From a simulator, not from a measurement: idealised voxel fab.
process module | voxel ribs on slabs
cross-section cut | 290 nm wide | cells 5 nm
A cross-section is a grid of square cells, given in bands from the top down. A band is one or more rows of cells.
Each band's line starts with the height of the band's top and of its bottom, in nm. Then come its materials from left to right, each with its width in nm. One material with "throughout" fills the band from edge to edge. "air" is empty space.
Height 0 is the level under which the wafer as received is all one material. The lowest band goes on downwards, as in "0 down".
A width such as "30 to 40" changes by the same amount from each row of cells to the next, from the band's top row to its bottom row.
"no change" after a step means that no cell of the cross-section changed.
closed voids: empty space of 8 cells or more with no open way to the top, each as width x height at its distance from the left edge, in nm
after a step's settings: what the simulator itself notes on the step
overlay nm, on a step with a mask: how far to the right of its planned place the mask lay; to the left if negative
plan
1 op RECEIVE | material Si
2 op DIRECTIONAL_DEP | material SiO2 | thk nm 25
3 op DIRECTIONAL_DEP | material polySi | thk nm 20
4 op DIRECTIONAL_DEP | material aC | thk nm 15
5 op PATTERN | tone cover | mask id RIB | material resist | width nm 25 | thk nm 35 | overlay nm 0
6 op DIRECTIONAL_ETCH | etch materials aC | depth nm 15
7 op STRIP | etch materials resist
8 op DIRECTIONAL_ETCH | etch materials polySi | depth nm 5
9 op STRIP | etch materials aC
10 op DIRECTIONAL_DEP | material aC | thk nm 15
11 op PATTERN | tone cover | mask id SLAB | material resist | width nm 85 | thk nm 30 | overlay nm 0
12 op DIRECTIONAL_ETCH | etch materials aC | depth nm 15
13 op STRIP | etch materials resist
14 op DIRECTIONAL_ETCH | etch materials polySi | depth nm 15
15 op STRIP | etch materials aC
16 op FILL_DEP | material SiO2 | thk nm 20
17 op CMP | height nm 55
18 op DIRECTIONAL_DEP | material TiN | thk nm 10
19 op PATTERN | tone cover | mask id HEATER | material resist | width nm 35 | thk nm 20 | overlay nm 0
20 op DIRECTIONAL_ETCH | etch materials TiN | depth nm 10
21 op STRIP | etch materials resist
22 op CONFORMAL_DEP | material SiO2 | thk nm 10
first wafer, as planned
as received, after step 1
  0 down: Si throughout
  closed voids: none
after step 2
  25 to 0: SiO2 throughout
  below 0: unchanged
after step 3
  45 to 25: polySi throughout
  below 25: unchanged
after step 4
  60 to 45: aC throughout
  below 45: unchanged
after step 5
  95 to 60: air 130 | resist 25 | air 135
  below 60: unchanged
after step 6
  80 to 60: air 130 | resist 25 | air 135
  60 to 45: air 130 | aC 25 | air 135
  below 45: unchanged
after step 7
  60 to 45: air 130 | aC 25 | air 135
  below 45: unchanged
after step 8
  60 to 45: air 130 | aC 25 | air 135
  45 to 40: air 130 | polySi 25 | air 135
  below 40: unchanged
after step 9
  45 to 40: air 130 | polySi 25 | air 135
  below 40: unchanged
after step 10
  60 to 55: air 130 | aC 25 | air 135
  55 to 45: aC throughout
  45 to 40: aC 130 | polySi 25 | aC 135
  below 40: unchanged
after step 11
  90 to 60: air 100 | resist 85 | air 105
  60 to 55: air 100 | resist 30 | aC 25 | resist 30 | air 105
  below 55: unchanged
after step 12
  75 to 60: air 100 | resist 85 | air 105
  60 to 55: air 100 | resist 30 | aC 25 | resist 30 | air 105
  55 to 45: air 100 | aC 85 | air 105
  45 to 40: air 100 | aC 30 | polySi 25 | aC 30 | air 105
  below 40: unchanged
after step 13
  60 to 55: air 130 | aC 25 | air 135
  below 55: unchanged
after step 14
  60 to 55: air 130 | aC 25 | air 135
  55 to 45: air 100 | aC 85 | air 105
  45 to 40: air 100 | aC 30 | polySi 25 | aC 30 | air 105
  40 to 25: air 100 | polySi 85 | air 105
  below 25: unchanged
after step 15
  45 to 40: air 130 | polySi 25 | air 135
  below 40: unchanged
after step 16
  65 to 45: SiO2 throughout
  45 to 40: SiO2 130 | polySi 25 | SiO2 135
  40 to 25: SiO2 100 | polySi 85 | SiO2 105
  below 25: unchanged
after step 17
  55 to 45: SiO2 throughout
  below 45: unchanged
after step 18
  65 to 55: TiN throughout
  below 55: unchanged
after step 19
  85 to 65: air 125 | resist 35 | air 130
  below 65: unchanged
after step 20
  85 to 65: air 125 | resist 35 | air 130
  65 to 55: air 125 | TiN 35 | air 130
  below 55: unchanged
after step 21
  65 to 55: air 125 | TiN 35 | air 130
  below 55: unchanged
after step 22
  75 to 65: air 115 | SiO2 55 | air 120
  65 to 55: SiO2 125 | TiN 35 | SiO2 130
  below 55: unchanged
second wafer: like start, like plan, one mistake. Through step 4 it matches the first wafer
when step 5 should have ended
  95 to 60: resist 130 | air 25 | resist 135
  below 60: unchanged
when step 6 should have ended
  80 to 60: resist 130 | air 25 | resist 135
  60 to 45: aC 130 | air 25 | aC 135
  below 45: unchanged
when step 7 should have ended
  60 to 45: aC 130 | air 25 | aC 135
  below 45: unchanged
when step 8 should have ended
  60 to 45: aC 130 | air 25 | aC 135
  45 to 40: polySi 130 | air 25 | polySi 135
  below 40: unchanged
when step 9 should have ended
  45 to 40: polySi 130 | air 25 | polySi 135
  below 40: unchanged
when step 10 should have ended
  60 to 55: aC 130 | air 25 | aC 135
  55 to 45: aC throughout
  45 to 40: polySi 130 | aC 25 | polySi 135
  below 40: unchanged
when step 11 should have ended
  90 to 60: air 100 | resist 85 | air 105
  60 to 55: aC 130 | resist 25 | aC 135
  below 55: unchanged
when step 12 should have ended
  75 to 60: air 100 | resist 85 | air 105
  60 to 55: air 100 | aC 30 | resist 25 | aC 30 | air 105
  55 to 45: air 100 | aC 85 | air 105
  below 45: unchanged
when step 13 should have ended
  60 to 55: air 100 | aC 30 | air 25 | aC 30 | air 105
  below 55: unchanged
when step 14 should have ended
  60 to 55: air 100 | aC 30 | air 25 | aC 30 | air 105
  55 to 45: air 100 | aC 85 | air 105
  45 to 40: air 100 | polySi 30 | aC 25 | polySi 30 | air 105
  40 to 30: air 100 | polySi 85 | air 105
  below 30: unchanged
when step 15 should have ended
  45 to 40: air 100 | polySi 30 | air 25 | polySi 30 | air 105
  below 40: unchanged
when step 16 should have ended
  65 to 45: SiO2 throughout
  45 to 40: SiO2 100 | polySi 30 | SiO2 25 | polySi 30 | SiO2 105
  40 to 30: SiO2 100 | polySi 85 | SiO2 105
  below 30: unchanged
when step 17 should have ended
  55 to 45: SiO2 throughout
  below 45: unchanged
when step 18 should have ended
  65 to 55: TiN throughout
  below 55: unchanged
when step 19 should have ended
  85 to 65: air 125 | resist 35 | air 130
  below 65: unchanged
when step 20 should have ended
  85 to 65: air 125 | resist 35 | air 130
  65 to 55: air 125 | TiN 35 | air 130
  below 55: unchanged
when step 21 should have ended
  65 to 55: air 125 | TiN 35 | air 130
  below 55: unchanged
when step 22 should have ended
  75 to 65: air 115 | SiO2 55 | air 120
  65 to 55: SiO2 125 | TiN 35 | SiO2 130
  below 55: unchanged
what went wrong: step 5 ran as: op PATTERN | tone open | mask id RIB | material resist | width nm 25 | thk nm 35 | overlay nm 0
at the end the second wafer has, in cells: 48 fewer of SiO2 | 48 more of polySi
